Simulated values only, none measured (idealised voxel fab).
Process module name: voxel capacitor over wiring
Cross-sectional view cut (width: 285 nm; square cell size: 5 nm).
A cross-section in this document is a grid of square cells, and it is written down as bands, the top band listed before the ones below it; a band is made up of one or more rows of cells.
In this notation a band is specified by the heights of its top and bottom, in that order and in nm, after which its materials appear from left to right, each paired with its width in nm. The word "everywhere" attached to a single material means that material fills the band from edge to edge; the word "air" stands for empty space.
Note: height 0 marks the level under which the wafer is uniformly one material as received. Lowest band unbounded below, written "from 0 down".
Graded width ("30->40"): value in top row of band = first number; value in bottom row = second number; row-to-row change constant.
Where a step carries "nothing was modified", the cross-section came out of it unchanged, cell for cell.
Look at "Fully sealed voids" for the closed voids: empty spaces with no open path to the top, sized 8 cells or up. Each is width x height at distance, distance from the left edge, all nm.
Formally, on a step line, whatever follows the settings is a remark that the simulator itself makes on the step.
For masked steps, "overlay nm" on the step line gives how far right of plan the mask actually lay; a minus sign means it lay to the left.
Pairs, read this way: before one process step on the one hand, after it on the other, the after cross-section ending at the lowest band that changed; the step between, settings included, beneath. Same starting wafer throughout, but possibly different runs of this module, so no pair continues from the pair above unless its entry headed "Before this step" says so.
[Before this step]
- from 100 to 90  aC: 110 | air: 15 | aC: 160
- from 90 to 85  SiO2 everywhere
- from 85 to 80  SiO2: 100 | TiN: 60 | SiO2: 125
- from 80 to 75  SiO2: 100 | HfO2: 60 | SiO2: 125
- from 75 to 65  HfO2 everywhere
- from 65 to 60  TiN everywhere
- from 60 to 50  lowk: 100 | TiN: 5 | W: 5 | TiN: 5 | lowk: 170
- from 50 to 45  SiCN: 100 | TiN: 15 | SiCN: 170
- from 45 to 40  SiCN: 90 | Ru: 30 | SiCN: 45 | Ru: 30 | SiCN: 90
- from 40 to 20  SiO2: 95 | TiN: 5 | Cu: 10 | TiN: 5 | SiO2: 55 | TiN: 5 | Cu: 10 | TiN: 5 | SiO2: 95
- from 20 to 15  SiCN: 95 | TiN: 20 | SiCN: 55 | TiN: 20 | SiCN: 95
- from 15 to 0  SiO2 everywhere
- from 0 down  Si everywhere
- Fully sealed voids: none
[Result of Step]
- from 100 to 90  aC: 110 | air: 15 | aC: 160
- from 90 to 85  SiO2: 110 | air: 15 | SiO2: 160
- No changes below 85.
- Fully sealed voids: none
For reference, the processing step occurring between the two cross-sections presented above is as follows: DIRECTIONAL_ETCH, etch materials SiO2, depth nm 15
Before this step: The initial state for this step is given by the after cross-section of the immediately preceding pair.
[Result of Step]
- from 90 to 85  SiO2: 110 | air: 15 | SiO2: 160
- No changes below 85.
- Fully sealed voids: none
For reference, the processing step occurring between the two cross-sections presented above is as follows: STRIP, etch materials aC
Before this step: The initial state for this step is given by the after cross-section of the immediately preceding pair.
[Result of Step]
- from 95 to 90  TiN: 115 | air: 5 | TiN: 165
- from 90 to 80  SiO2: 110->100 | TiN: 15->60 | SiO2: 160->125
- No changes below 80.
- Fully sealed voids: none
For reference, the processing step occurring between the two cross-sections presented above is as follows: CONFORMAL_DEP, material TiN, thk nm 5
Before this step: The initial state for this step is given by the after cross-section of the immediately preceding pair.
[Result of Step]
- from 100 to 95  W everywhere
- from 95 to 90  TiN: 115 | W: 5 | TiN: 165
- No changes below 90.
- Fully sealed voids: none
For reference, the processing step occurring between the two cross-sections presented above is as follows: FILL_DEP, material W, thk nm 5
Before this step: The initial state for this step is given by the after cross-section of the immediately preceding pair.
[Result of Step]
- from 90 to 80  SiO2: 110->100 | TiN: 15->60 | SiO2: 160->125
- No changes below 80.
- Fully sealed voids: none
For reference, the processing step occurring between the two cross-sections presented above is as follows: CMP, height nm 90
Before this step: The initial state for this step is given by the after cross-section of the immediately preceding pair.
[Result of Step]
- from 95 to 90  SiN everywhere
- No changes below 90.
- Fully sealed voids: none
For reference, the processing step occurring between the two cross-sections presented above is as follows: CONFORMAL_DEP, material SiN, thk nm 5
[Before this step]
- from 75 to 70  air: 100 | TiN: 60 | air: 125
- from 70 to 65  air: 100 | HfO2: 60 | air: 125
- from 65 to 60  TiN everywhere
- from 60 to 50  lowk: 100 | TiN: 5 | W: 5 | TiN: 5 | lowk: 170
- from 50 to 45  SiCN: 100 | TiN: 15 | SiCN: 170
- from 45 to 40  SiCN: 90 | Ru: 30 | SiCN: 45 | Ru: 30 | SiCN: 90
- from 40 to 20  SiO2: 95 | TiN: 5 | Cu: 10 | TiN: 5 | SiO2: 55 | TiN: 5 | Cu: 10 | TiN: 5 | SiO2: 95
- from 20 to 15  SiCN: 95 | TiN: 20 | SiCN: 55 | TiN: 20 | SiCN: 95
- from 15 to 0  SiO2 everywhere
- from 0 down  Si everywhere
- Fully sealed voids: none
[Result of Step]
- from 75 to 70  air: 100 | TiN: 60 | air: 125
- from 70 to 65  air: 100 | HfO2: 60 | air: 125
- from 65 to 60  air: 100 | TiN: 60 | air: 125
- No changes below 60.
- Fully sealed voids: none
For reference, the processing step occurring between the two cross-sections presented above is as follows: MASKED_ETCH, tone cover, mask id LOWER_PLATE, width nm 60, etch materials TiN, depth nm 5, overlay nm 0
Before this step: The initial state for this step is given by the after cross-section of the immediately preceding pair.
[Result of Step]
- from 95 to 75  SiO2 everywhere
- from 75 to 70  SiO2: 100 | TiN: 60 | SiO2: 125
- from 70 to 65  SiO2: 100 | HfO2: 60 | SiO2: 125
- from 65 to 60  SiO2: 100 | TiN: 60 | SiO2: 125
- No changes below 60.
- Fully sealed voids: none
For reference, the processing step occurring between the two cross-sections presented above is as follows: FILL_DEP, material SiO2, thk nm 20
Before this step: The initial state for this step is given by the after cross-section of the immediately preceding pair.
[Result of Step]
- from 90 to 75  SiO2 everywhere
- No changes below 75.
- Fully sealed voids: none
For reference, the processing step occurring between the two cross-sections presented above is as follows: CMP, height nm 90
Before this step: The initial state for this step is given by the after cross-section of the immediately preceding pair.
[Result of Step]
- from 100 to 90  aC everywhere
- No changes below 90.
- Fully sealed voids: none
For reference, the processing step occurring between the two cross-sections presented above is as follows: DIRECTIONAL_DEP, material aC, thk nm 10
Before this step: The initial state for this step is given by the after cross-section of the immediately preceding pair.
[Result of Step]
- from 130 to 100  resist: 110 | air: 15 | resist: 160
- No changes below 100.
- Fully sealed voids: none
For reference, the processing step occurring between the two cross-sections presented above is as follows: PATTERN, tone open, mask id PLUG_2, material resist, width nm 15, thk nm 30, overlay nm 0
Before this step: The initial state for this step is given by the after cross-section of the immediately preceding pair.
[Result of Step]
- from 120 to 100  resist: 110 | air: 15 | resist: 160
- from 100 to 90  aC: 110 | air: 15 | aC: 160
- No changes below 90.
- Fully sealed voids: none
For reference, the processing step occurring between the two cross-sections presented above is as follows: DIRECTIONAL_ETCH, etch materials aC, depth nm 10
Before this step: The initial state for this step is given by the after cross-section of the immediately preceding pair.
[Result of Step]
- from 100 to 90  aC: 110 | air: 15 | aC: 160
- No changes below 90.
- Fully sealed voids: none
For reference, the processing step occurring between the two cross-sections presented above is as follows: STRIP, etch materials resist
Before this step: The initial state for this step is given by the after cross-section of the immediately preceding pair.
[Result of Step]
- from 100 to 90  aC: 110 | air: 15 | aC: 160
- from 90 to 75  SiO2: 110 | air: 15 | SiO2: 160
- No changes below 75.
- Fully sealed voids: none
For reference, the processing step occurring between the two cross-sections presented above is as follows: DIRECTIONAL_ETCH, etch materials SiO2, depth nm 15
Before this step: The initial state for this step is given by the after cross-section of the immediately preceding pair.
[Result of Step]
- from 90 to 75  SiO2: 110 | air: 15 | SiO2: 160
- No changes below 75.
- Fully sealed voids: none
For reference, the processing step occurring between the two cross-sections presented above is as follows: STRIP, etch materials aC
Before this step: The initial state for this step is given by the after cross-section of the immediately preceding pair.
[Result of Step]
- from 95 to 90  TiN: 115 | air: 5 | TiN: 165
- from 90 to 80  SiO2: 110 | TiN: 5 | air: 5 | TiN: 5 | SiO2: 160
- from 80 to 70  SiO2: 110->100 | TiN: 15->60 | SiO2: 160->125
- No changes below 70.
- Fully sealed voids: none
For reference, the processing step occurring between the two cross-sections presented above is as follows: CONFORMAL_DEP, material TiN, thk nm 5
Before this step: The initial state for this step is given by the after cross-section of the immediately preceding pair.
[Result of Step]
- from 100 to 95  W everywhere
- from 95 to 90  TiN: 115 | W: 5 | TiN: 165
- from 90 to 80  SiO2: 110 | TiN: 5 | W: 5 | TiN: 5 | SiO2: 160
- No changes below 80.
- Fully sealed voids: none
For reference, the processing step occurring between the two cross-sections presented above is as follows: FILL_DEP, material W, thk nm 5
Before this step: The initial state for this step is given by the after cross-section of the immediately preceding pair.
[Result of Step]
- from 90 to 80  SiO2: 110 | TiN: 5 | W: 5 | TiN: 5 | SiO2: 160
- No changes below 80.
- Fully sealed voids: none
For reference, the processing step occurring between the two cross-sections presented above is as follows: CMP, height nm 90
Before this step: The initial state for this step is given by the after cross-section of the immediately preceding pair.
[Result of Step]
- from 95 to 90  SiN everywhere
- No changes below 90.
- Fully sealed voids: none
For reference, the processing step occurring between the two cross-sections presented above is as follows: CONFORMAL_DEP, material SiN, thk nm 5
[Before this step]
- from 75 to 70  TiN everywhere
- from 70 to 65  HfO2 everywhere
- from 65 to 60  TiN everywhere
- from 60 to 50  lowk: 100 | TiN: 5 | W: 5 | TiN: 5 | lowk: 170
- from 50 to 45  SiCN: 100 | TiN: 15 | SiCN: 170
- from 45 to 40  SiCN: 90 | Ru: 30 | SiCN: 45 | Ru: 30 | SiCN: 90
- from 40 to 20  SiO2: 95 | TiN: 5 | Cu: 10 | TiN: 5 | SiO2: 55 | TiN: 5 | Cu: 10 | TiN: 5 | SiO2: 95
- from 20 to 15  SiCN: 95 | TiN: 20 | SiCN: 55 | TiN: 20 | SiCN: 95
- from 15 to 0  SiO2 everywhere
- from 0 down  Si everywhere
- Fully sealed voids: none
[Result of Step]
- from 90 to 75  air: 105 | resist: 60 | air: 120
- No changes below 75.
- Fully sealed voids: none
For reference, the processing step occurring between the two cross-sections presented above is as follows: PATTERN, tone cover, mask id UPPER_PLATE, material resist, width nm 60, thk nm 15, overlay nm 5
Before this step: The initial state for this step is given by the after cross-section of the immediately preceding pair.
[Result of Step]
- from 90 to 75  air: 105 | resist: 60 | air: 120
- from 75 to 70  air: 105 | TiN: 60 | air: 120
- No changes below 70.
- Fully sealed voids: none
For reference, the processing step occurring between the two cross-sections presented above is as follows: DIRECTIONAL_ETCH, etch materials TiN, depth nm 5
Before this step: The initial state for this step is given by the after cross-section of the immediately preceding pair.
[Result of Step]
- from 90 to 75  air: 105 | resist: 60 | air: 120
- from 75 to 70  air: 105 | TiN: 60 | air: 120
- from 70 to 65  air: 105 | HfO2: 60 | air: 120
- No changes below 65.
- Fully sealed voids: none
For reference, the processing step occurring between the two cross-sections presented above is as follows: DIRECTIONAL_ETCH, etch materials HfO2, depth nm 5
Before this step: The initial state for this step is given by the after cross-section of the immediately preceding pair.
[Result of Step]
- from 75 to 70  air: 105 | TiN: 60 | air: 120
- No changes below 70.
- Fully sealed voids: none
For reference, the processing step occurring between the two cross-sections presented above is as follows: STRIP, etch materials resist
Before this step: The initial state for this step is given by the after cross-section of the immediately preceding pair.
[Result of Step]
- from 75 to 70  air: 105 | TiN: 60 | air: 120
- from 70 to 65  air: 105 | HfO2: 60 | air: 120
- from 65 to 60  air: 95 | TiN: 70 | air: 120
- No changes below 60.
- Fully sealed voids: none
For reference, the processing step occurring between the two cross-sections presented above is as follows: MASKED_ETCH, tone cover, mask id LOWER_PLATE, width nm 70, etch materials TiN, depth nm 5, overlay nm 0
Before this step: The initial state for this step is given by the after cross-section of the immediately preceding pair.
[Result of Step]
- from 95 to 75  SiO2 everywhere
- from 75 to 70  SiO2: 105 | TiN: 60 | SiO2: 120
- from 70 to 65  SiO2: 105 | HfO2: 60 | SiO2: 120
- from 65 to 60  SiO2: 95 | TiN: 70 | SiO2: 120
- No changes below 60.
- Fully sealed voids: none
For reference, the processing step occurring between the two cross-sections presented above is as follows: FILL_DEP, material SiO2, thk nm 20
Before this step: The initial state for this step is given by the after cross-section of the immediately preceding pair.
[Result of Step]
- from 90 to 75  SiO2 everywhere
- No changes below 75.
- Fully sealed voids: none
For reference, the processing step occurring between the two cross-sections presented above is as follows: CMP, height nm 90
Before this step: The initial state for this step is given by the after cross-section of the immediately preceding pair.
[Result of Step]
- from 100 to 90  aC everywhere
- No changes below 90.
- Fully sealed voids: none
For reference, the processing step occurring between the two cross-sections presented above is as follows: DIRECTIONAL_DEP, material aC, thk nm 10
Before this step: The initial state for this step is given by the after cross-section of the immediately preceding pair.
[Result of Step]
- from 130 to 100  resist: 110 | air: 15 | resist: 160
- No changes below 100.
- Fully sealed voids: none
For reference, the processing step occurring between the two cross-sections presented above is as follows: PATTERN, tone open, mask id PLUG_2, material resist, width nm 15, thk nm 30, overlay nm 0
Before this step: The initial state for this step is given by the after cross-section of the immediately preceding pair.
[Result of Step]
- from 120 to 100  resist: 110 | air: 15 | resist: 160
- from 100 to 90  aC: 110 | air: 15 | aC: 160
- No changes below 90.
- Fully sealed voids: none
For reference, the processing step occurring between the two cross-sections presented above is as follows: DIRECTIONAL_ETCH, etch materials aC, depth nm 10
Before this step: The initial state for this step is given by the after cross-section of the immediately preceding pair.
[Result of Step]
- from 100 to 90  aC: 110 | air: 15 | aC: 160
- No changes below 90.
- Fully sealed voids: none
For reference, the processing step occurring between the two cross-sections presented above is as follows: STRIP, etch materials resist
Before this step: The initial state for this step is given by the after cross-section of the immediately preceding pair.
[Result of Step]
- from 100 to 90  aC: 110 | air: 15 | aC: 160
- from 90 to 75  SiO2: 110 | air: 15 | SiO2: 160
- No changes below 75.
- Fully sealed voids: none
For reference, the processing step occurring between the two cross-sections presented above is as follows: DIRECTIONAL_ETCH, etch materials SiO2, depth nm 15
Before this step: The initial state for this step is given by the after cross-section of the immediately preceding pair.
[Result of Step]
- from 90 to 75  SiO2: 110 | air: 15 | SiO2: 160
- No changes below 75.
- Fully sealed voids: none
For reference, the processing step occurring between the two cross-sections presented above is as follows: STRIP, etch materials aC
Before this step: The initial state for this step is given by the after cross-section of the immediately preceding pair.
[Result of Step]
- from 95 to 90  TiN: 115 | air: 5 | TiN: 165
- from 90 to 80  SiO2: 110 | TiN: 5 | air: 5 | TiN: 5 | SiO2: 160
- from 80 to 70  SiO2: 110->105 | TiN: 15->60 | SiO2: 160->120
- No changes below 70.
- Fully sealed voids: none
For reference, the processing step occurring between the two cross-sections presented above is as follows: CONFORMAL_DEP, material TiN, thk nm 5
Before this step: The initial state for this step is given by the after cross-section of the immediately preceding pair.
[Result of Step]
- from 100 to 95  W everywhere
- from 95 to 90  TiN: 115 | W: 5 | TiN: 165
- from 90 to 80  SiO2: 110 | TiN: 5 | W: 5 | TiN: 5 | SiO2: 160
- No changes below 80.
- Fully sealed voids: none
For reference, the processing step occurring between the two cross-sections presented above is as follows: FILL_DEP, material W, thk nm 5
Before this step: The initial state for this step is given by the after cross-section of the immediately preceding pair.
[Result of Step]
- from 90 to 80  SiO2: 110 | TiN: 5 | W: 5 | TiN: 5 | SiO2: 160
- No changes below 80.
- Fully sealed voids: none
For reference, the processing step occurring between the two cross-sections presented above is as follows: CMP, height nm 90
Before this step: The initial state for this step is given by the after cross-section of the immediately preceding pair.
[Result of Step]
- from 95 to 90  SiN everywhere
- No changes below 90.
- Fully sealed voids: none
For reference, the processing step occurring between the two cross-sections presented above is as follows: CONFORMAL_DEP, material SiN, thk nm 5
[Before this step]
- from 60 to 50  lowk: 100 | air: 15 | lowk: 170
- from 50 to 45  SiCN: 100 | air: 15 | SiCN: 170
- from 45 to 40  SiCN: 90 | Ru: 30 | SiCN: 45 | Ru: 30 | SiCN: 90
- from 40 to 20  SiO2: 95 | TiN: 5 | Cu: 10 | TiN: 5 | SiO2: 55 | TiN: 5 | Cu: 10 | TiN: 5 | SiO2: 95
- from 20 to 15  SiCN: 95 | TiN: 20 | SiCN: 55 | TiN: 20 | SiCN: 95
- from 15 to 0  SiO2 everywhere
- from 0 down  Si everywhere
- Fully sealed voids: none
[Result of Step]
- from 65 to 60  SiCN: 105 | air: 5 | SiCN: 175
- from 60 to 50  lowk: 100 | SiCN: 5 | air: 5 | SiCN: 5 | lowk: 170
- from 50 to 45  SiCN everywhere
- No changes below 45.
- Fully sealed voids: none
For reference, the processing step occurring between the two cross-sections presented above is as follows: CONFORMAL_DEP, material SiCN, thk nm 5
Before this step: The initial state for this step is given by the after cross-section of the immediately preceding pair.
[Result of Step]
- from 70 to 65  W everywhere
- from 65 to 60  SiCN: 105 | W: 5 | SiCN: 175
- from 60 to 50  lowk: 100 | SiCN: 5 | W: 5 | SiCN: 5 | lowk: 170
- No changes below 50.
- Fully sealed voids: none
For reference, the processing step occurring between the two cross-sections presented above is as follows: FILL_DEP, material W, thk nm 5
Before this step: The initial state for this step is given by the after cross-section of the immediately preceding pair.
[Result of Step]
- from 60 to 50  lowk: 100 | SiCN: 5 | W: 5 | SiCN: 5 | lowk: 170
- No changes below 50.
- Fully sealed voids: none
For reference, the processing step occurring between the two cross-sections presented above is as follows: CMP, height nm 60
Before this step: The initial state for this step is given by the after cross-section of the immediately preceding pair.
[Result of Step]
- from 65 to 60  TiN everywhere
- No changes below 60.
- Fully sealed voids: none
For reference, the processing step occurring between the two cross-sections presented above is as follows: DIRECTIONAL_DEP, material TiN, thk nm 5
Before this step: The initial state for this step is given by the after cross-section of the immediately preceding pair.
[Result of Step]
- from 70 to 65  HfO2 everywhere
- No changes below 65.
- Fully sealed voids: none
For reference, the processing step occurring between the two cross-sections presented above is as follows: DIRECTIONAL_DEP, material HfO2, thk nm 5
Before this step: The initial state for this step is given by the after cross-section of the immediately preceding pair.
[Result of Step]
- from 75 to 70  TiN everywhere
- No changes below 70.
- Fully sealed voids: none
For reference, the processing step occurring between the two cross-sections presented above is as follows: DIRECTIONAL_DEP, material TiN, thk nm 5
Before this step: The initial state for this step is given by the after cross-section of the immediately preceding pair.
[Result of Step]
- from 90 to 75  air: 100 | resist: 60 | air: 125
- No changes below 75.
- Fully sealed voids: none
For reference, the processing step occurring between the two cross-sections presented above is as follows: PATTERN, tone cover, mask id UPPER_PLATE, material resist, width nm 60, thk nm 15, overlay nm 0
Before this step: The initial state for this step is given by the after cross-section of the immediately preceding pair.
[Result of Step]
- from 90 to 75  air: 100 | resist: 60 | air: 125
- from 75 to 70  air: 100 | TiN: 60 | air: 125
- No changes below 70.
- Fully sealed voids: none
For reference, the processing step occurring between the two cross-sections presented above is as follows: DIRECTIONAL_ETCH, etch materials TiN, depth nm 5
Before this step: The initial state for this step is given by the after cross-section of the immediately preceding pair.
[Result of Step]
- from 90 to 75  air: 100 | resist: 60 | air: 125
- from 75 to 70  air: 100 | TiN: 60 | air: 125
- from 70 to 65  air: 100 | HfO2: 60 | air: 125
- No changes below 65.
- Fully sealed voids: none
For reference, the processing step occurring between the two cross-sections presented above is as follows: DIRECTIONAL_ETCH, etch materials HfO2, depth nm 5
Before this step: The initial state for this step is given by the after cross-section of the immediately preceding pair.
[Result of Step]
- from 75 to 70  air: 100 | TiN: 60 | air: 125
- No changes below 70.
- Fully sealed voids: none
For reference, the processing step occurring between the two cross-sections presented above is as follows: STRIP, etch materials resist
Before this step: The initial state for this step is given by the after cross-section of the immediately preceding pair.
[Result of Step]
- from 75 to 70  air: 100 | TiN: 60 | air: 125
- from 70 to 65  air: 100 | HfO2: 60 | air: 125
- from 65 to 60  air: 95 | TiN: 70 | air: 120
- No changes below 60.
- Fully sealed voids: none
For reference, the processing step occurring between the two cross-sections presented above is as follows: MASKED_ETCH, tone cover, mask id LOWER_PLATE, width nm 70, etch materials TiN, depth nm 5, overlay nm 0
Before this step: The initial state for this step is given by the after cross-section of the immediately preceding pair.
[Result of Step]
- from 95 to 75  SiO2 everywhere
- from 75 to 70  SiO2: 100 | TiN: 60 | SiO2: 125
- from 70 to 65  SiO2: 100 | HfO2: 60 | SiO2: 125
- from 65 to 60  SiO2: 95 | TiN: 70 | SiO2: 120
- No changes below 60.
- Fully sealed voids: none
For reference, the processing step occurring between the two cross-sections presented above is as follows: FILL_DEP, material SiO2, thk nm 20
Before this step: The initial state for this step is given by the after cross-section of the immediately preceding pair.
[Result of Step]
- from 90 to 75  SiO2 everywhere
- No changes below 75.
- Fully sealed voids: none
For reference, the processing step occurring between the two cross-sections presented above is as follows: CMP, height nm 90
Before this step: The initial state for this step is given by the after cross-section of the immediately preceding pair.
[Result of Step]
- from 100 to 90  aC everywhere
- No changes below 90.
- Fully sealed voids: none
For reference, the processing step occurring between the two cross-sections presented above is as follows: DIRECTIONAL_DEP, material aC, thk nm 10
Before this step: The initial state for this step is given by the after cross-section of the immediately preceding pair.
[Result of Step]
- from 130 to 100  resist: 110 | air: 15 | resist: 160
- No changes below 100.
- Fully sealed voids: none
For reference, the processing step occurring between the two cross-sections presented above is as follows: PATTERN, tone open, mask id PLUG_2, material resist, width nm 15, thk nm 30, overlay nm 0
Before this step: The initial state for this step is given by the after cross-section of the immediately preceding pair.
[Result of Step]
- from 120 to 100  resist: 110 | air: 15 | resist: 160
- from 100 to 90  aC: 110 | air: 15 | aC: 160
- No changes below 90.
- Fully sealed voids: none
For reference, the processing step occurring between the two cross-sections presented above is as follows: DIRECTIONAL_ETCH, etch materials aC, depth nm 10
Before this step: The initial state for this step is given by the after cross-section of the immediately preceding pair.
[Result of Step]
- from 100 to 90  aC: 110 | air: 15 | aC: 160
- No changes below 90.
- Fully sealed voids: none
For reference, the processing step occurring between the two cross-sections presented above is as follows: STRIP, etch materials resist
Before this step: The initial state for this step is given by the after cross-section of the immediately preceding pair.
[Result of Step]
- from 100 to 90  aC: 110 | air: 15 | aC: 160
- from 90 to 75  SiO2: 110 | air: 15 | SiO2: 160
- No changes below 75.
- Fully sealed voids: none
For reference, the processing step occurring between the two cross-sections presented above is as follows: DIRECTIONAL_ETCH, etch materials SiO2, depth nm 15
Before this step: The initial state for this step is given by the after cross-section of the immediately preceding pair.
[Result of Step]
- from 90 to 75  SiO2: 110 | air: 15 | SiO2: 160
- No changes below 75.
- Fully sealed voids: none
For reference, the processing step occurring between the two cross-sections presented above is as follows: STRIP, etch materials aC
Before this step: The initial state for this step is given by the after cross-section of the immediately preceding pair.
[Result of Step]
- from 95 to 90  TiN: 115 | air: 5 | TiN: 165
- from 90 to 80  SiO2: 110 | TiN: 5 | air: 5 | TiN: 5 | SiO2: 160
- from 80 to 70  SiO2: 110->100 | TiN: 15->60 | SiO2: 160->125
- No changes below 70.
- Fully sealed voids: none
For reference, the processing step occurring between the two cross-sections presented above is as follows: CONFORMAL_DEP, material TiN, thk nm 5
Before this step: The initial state for this step is given by the after cross-section of the immediately preceding pair.
[Result of Step]
- from 100 to 95  W everywhere
- from 95 to 90  TiN: 115 | W: 5 | TiN: 165
- from 90 to 80  SiO2: 110 | TiN: 5 | W: 5 | TiN: 5 | SiO2: 160
- No changes below 80.
- Fully sealed voids: none
For reference, the processing step occurring between the two cross-sections presented above is as follows: FILL_DEP, material W, thk nm 5
Before this step: The initial state for this step is given by the after cross-section of the immediately preceding pair.
[Result of Step]
- from 90 to 80  SiO2: 110 | TiN: 5 | W: 5 | TiN: 5 | SiO2: 160
- No changes below 80.
- Fully sealed voids: none
For reference, the processing step occurring between the two cross-sections presented above is as follows: CMP, height nm 90
Before this step: The initial state for this step is given by the after cross-section of the immediately preceding pair.
[Result of Step]
- from 95 to 90  SiN everywhere
- No changes below 90.
- Fully sealed voids: none
For reference, the processing step occurring between the two cross-sections presented above is as follows: CONFORMAL_DEP, material SiN, thk nm 5
[Before this step]
- from 75 to 70  TiN everywhere
- from 70 to 65  HfO2 everywhere
- from 65 to 60  TiN everywhere
- from 60 to 50  lowk: 100 | TiN: 5 | W: 5 | TiN: 5 | lowk: 170
- from 50 to 45  SiCN: 100 | TiN: 15 | SiCN: 170
- from 45 to 40  SiCN: 90 | Ru: 30 | SiCN: 45 | Ru: 30 | SiCN: 90
- from 40 to 20  SiO2: 95 | TiN: 5 | Cu: 10 | TiN: 5 | SiO2: 55 | TiN: 5 | Cu: 10 | TiN: 5 | SiO2: 95
- from 20 to 15  SiCN: 95 | TiN: 20 | SiCN: 55 | TiN: 20 | SiCN: 95
- from 15 to 0  SiO2 everywhere
- from 0 down  Si everywhere
- Fully sealed voids: none
[Result of Step]
- from 90 to 75  resist: 100 | air: 60 | resist: 125
- No changes below 75.
- Fully sealed voids: none
For reference, the processing step occurring between the two cross-sections presented above is as follows: PATTERN, tone open, mask id UPPER_PLATE, material resist, width nm 60, thk nm 15, overlay nm 0
Before this step: The initial state for this step is given by the after cross-section of the immediately preceding pair.
[Result of Step]
- from 90 to 75  resist: 100 | air: 60 | resist: 125
- from 75 to 70  TiN: 100 | air: 60 | TiN: 125
- No changes below 70.
- Fully sealed voids: none
For reference, the processing step occurring between the two cross-sections presented above is as follows: DIRECTIONAL_ETCH, etch materials TiN, depth nm 5
Before this step: The initial state for this step is given by the after cross-section of the immediately preceding pair.
[Result of Step]
- from 90 to 75  resist: 100 | air: 60 | resist: 125
- from 75 to 70  TiN: 100 | air: 60 | TiN: 125
- from 70 to 65  HfO2: 100 | air: 60 | HfO2: 125
- No changes below 65.
- Fully sealed voids: none
For reference, the processing step occurring between the two cross-sections presented above is as follows: DIRECTIONAL_ETCH, etch materials HfO2, depth nm 5
Before this step: The initial state for this step is given by the after cross-section of the immediately preceding pair.
[Result of Step]
- from 75 to 70  TiN: 100 | air: 60 | TiN: 125
- No changes below 70.
- Fully sealed voids: none
For reference, the processing step occurring between the two cross-sections presented above is as follows: STRIP, etch materials resist
Before this step: The initial state for this step is given by the after cross-section of the immediately preceding pair.
[Result of Step]
- from 75 to 70  air: 95 | TiN: 5 | air: 60 | TiN: 5 | air: 120
- No changes below 70.
- Fully sealed voids: none
For reference, the processing step occurring between the two cross-sections presented above is as follows: MASKED_ETCH, tone cover, mask id LOWER_PLATE, width nm 70, etch materials TiN, depth nm 5, overlay nm 0
Before this step: The initial state for this step is given by the after cross-section of the immediately preceding pair.
[Result of Step]
- from 95 to 75  SiO2 everywhere
- from 75 to 70  SiO2: 95 | TiN: 5 | SiO2: 60 | TiN: 5 | SiO2: 120
- from 70 to 65  HfO2: 100 | SiO2: 60 | HfO2: 125
- No changes below 65.
- Fully sealed voids: none
For reference, the processing step occurring between the two cross-sections presented above is as follows: FILL_DEP, material SiO2, thk nm 20
Before this step: The initial state for this step is given by the after cross-section of the immediately preceding pair.
[Result of Step]
- from 90 to 75  SiO2 everywhere
- No changes below 75.
- Fully sealed voids: none
For reference, the processing step occurring between the two cross-sections presented above is as follows: CMP, height nm 90
Before this step: The initial state for this step is given by the after cross-section of the immediately preceding pair.
[Result of Step]
- from 100 to 90  aC everywhere
- No changes below 90.
- Fully sealed voids: none
For reference, the processing step occurring between the two cross-sections presented above is as follows: DIRECTIONAL_DEP, material aC, thk nm 10
Before this step: The initial state for this step is given by the after cross-section of the immediately preceding pair.
[Result of Step]
- from 130 to 100  resist: 110 | air: 15 | resist: 160
- No changes below 100.
- Fully sealed voids: none
For reference, the processing step occurring between the two cross-sections presented above is as follows: PATTERN, tone open, mask id PLUG_2, material resist, width nm 15, thk nm 30, overlay nm 0
Before this step: The initial state for this step is given by the after cross-section of the immediately preceding pair.
[Result of Step]
- from 120 to 100  resist: 110 | air: 15 | resist: 160
- from 100 to 90  aC: 110 | air: 15 | aC: 160
- No changes below 90.
- Fully sealed voids: none
For reference, the processing step occurring between the two cross-sections presented above is as follows: DIRECTIONAL_ETCH, etch materials aC, depth nm 10
Before this step: The initial state for this step is given by the after cross-section of the immediately preceding pair.
[Result of Step]
- from 100 to 90  aC: 110 | air: 15 | aC: 160
- No changes below 90.
- Fully sealed voids: none
For reference, the processing step occurring between the two cross-sections presented above is as follows: STRIP, etch materials resist
Before this step: The initial state for this step is given by the after cross-section of the immediately preceding pair.
[Result of Step]
- from 100 to 90  aC: 110 | air: 15 | aC: 160
- from 90 to 75  SiO2: 110 | air: 15 | SiO2: 160
- No changes below 75.
- Fully sealed voids: none
For reference, the processing step occurring between the two cross-sections presented above is as follows: DIRECTIONAL_ETCH, etch materials SiO2, depth nm 15
Before this step: The initial state for this step is given by the after cross-section of the immediately preceding pair.
[Result of Step]
- from 90 to 75  SiO2: 110 | air: 15 | SiO2: 160
- No changes below 75.
- Fully sealed voids: none
For reference, the processing step occurring between the two cross-sections presented above is as follows: STRIP, etch materials aC
Before this step: The initial state for this step is given by the after cross-section of the immediately preceding pair.
[Result of Step]
- from 95 to 90  TiN: 115 | air: 5 | TiN: 165
- from 90 to 80  SiO2: 110 | TiN: 5 | air: 5 | TiN: 5 | SiO2: 160
- from 80 to 75  SiO2: 110 | TiN: 15 | SiO2: 160
- No changes below 75.
- Fully sealed voids: none
For reference, the processing step occurring between the two cross-sections presented above is as follows: CONFORMAL_DEP, material TiN, thk nm 5
Before this step: The initial state for this step is given by the after cross-section of the immediately preceding pair.
[Result of Step]
- from 100 to 95  W everywhere
- from 95 to 90  TiN: 115 | W: 5 | TiN: 165
- from 90 to 80  SiO2: 110 | TiN: 5 | W: 5 | TiN: 5 | SiO2: 160
- No changes below 80.
- Fully sealed voids: none
For reference, the processing step occurring between the two cross-sections presented above is as follows: FILL_DEP, material W, thk nm 5
Before this step: The initial state for this step is given by the after cross-section of the immediately preceding pair.
[Result of Step]
- from 90 to 80  SiO2: 110 | TiN: 5 | W: 5 | TiN: 5 | SiO2: 160
- No changes below 80.
- Fully sealed voids: none
For reference, the processing step occurring between the two cross-sections presented above is as follows: CMP, height nm 90
Before this step: The initial state for this step is given by the after cross-section of the immediately preceding pair.
[Result of Step]
- from 95 to 90  SiN everywhere
- No changes below 90.
- Fully sealed voids: none
For reference, the processing step occurring between the two cross-sections presented above is as follows: CONFORMAL_DEP, material SiN, thk nm 5
